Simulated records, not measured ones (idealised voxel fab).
process module | voxel self aligned contacts
cross-section cut | 150 nm wide | cells 5 nm
A cross-section is a grid of square cells, given in bands from the top down. A band is one or more rows of cells.
Each band's line starts with the height of the band's top and of its bottom, in nm. Then come its materials from left to right, each with its width in nm. One material with "throughout" fills the band from edge to edge. "air" is empty space.
Height 0 is the level under which the wafer as received is all one material. The lowest band goes on downwards, as in "0 down".
A width such as "30 to 40" changes by the same amount from each row of cells to the next, from the band's top row to its bottom row.
"no change" after a step means that no cell of the cross-section changed.
closed voids: empty space of 8 cells or more with no open way to the top, each as width x height at its distance from the left edge, in nm
after a step's settings: what the simulator itself notes on the step
overlay nm, on a step with a mask: how far to the right of its planned place the mask lay; to the left if negative
plan
1 op RECEIVE | material Si
2 op OXIDIZE | depth nm 5
3 op DIRECTIONAL_DEP | material polySi | thk nm 20
4 op DIRECTIONAL_DEP | material SiN | thk nm 20
5 op MASKED_ETCH | tone cover | mask id GATE | width nm 35 | pitch nm 65 | etch materials SiN | depth nm 20 | overlay nm 0
6 op MASKED_ETCH | tone cover | mask id GATE | width nm 35 | pitch nm 65 | etch materials polySi | depth nm 20 | overlay nm 0
7 op CONFORMAL_DEP | material SiN | thk nm 5
8 op DIRECTIONAL_ETCH | etch materials SiN | depth nm 5
9 op FILL_DEP | material SiO2 | thk nm 20
10 op CMP | height nm 50
11 op MASKED_ETCH | tone open | mask id CONTACT | width nm 40 | etch materials SiO2 | depth nm 55 | overlay nm 0
12 op CONFORMAL_DEP | material TiN | thk nm 5
13 op FILL_DEP | material Ru | thk nm 5
14 op CMP | height nm 50
15 op CONFORMAL_DEP | material SiN | thk nm 5
as received, after step 1
  0 down: Si throughout
  closed voids: none
first wafer at the end, as planned
  55 to 50: SiN throughout
  50 to 40: SiO2 55 | TiN 5 to 15 | Ru 30 to 10 | TiN 5 to 15 | SiO2 55
  40 to 20: SiO2 20 | SiN 45 | TiN 5 | Ru 10 | TiN 5 | SiN 45 | SiO2 20
  20 to 0: SiO2 20 | SiN 5 | polySi 35 | SiN 5 | TiN 5 | Ru 10 | TiN 5 | SiN 5 | polySi 35 | SiN 5 | SiO2 20
  0 to -5: SiO2 65 | TiN 20 | SiO2 65
  -5 down: Si throughout
  closed voids: none
second wafer at the end: like start, like plan, one mistake
  55 to 50: SiN throughout
  50 to 45: SiO2 55 | TiN 5 | Ru 30 | TiN 5 | SiO2 55
  45 to 40: SiO2 55 | TiN 40 | SiO2 55
  40 to 20: TiN throughout
  20 to 0: polySi throughout
  0 to -5: SiO2 throughout
  -5 down: Si throughout
  closed voids: none
what went wrong: step 4 ran as: op DIRECTIONAL_DEP | material TiN | thk nm 20
at the end the second wafer has, in cells: 18 fewer of Ru | 88 fewer of SiN | 60 fewer of SiO2 | 102 more of TiN | 64 more of polySi
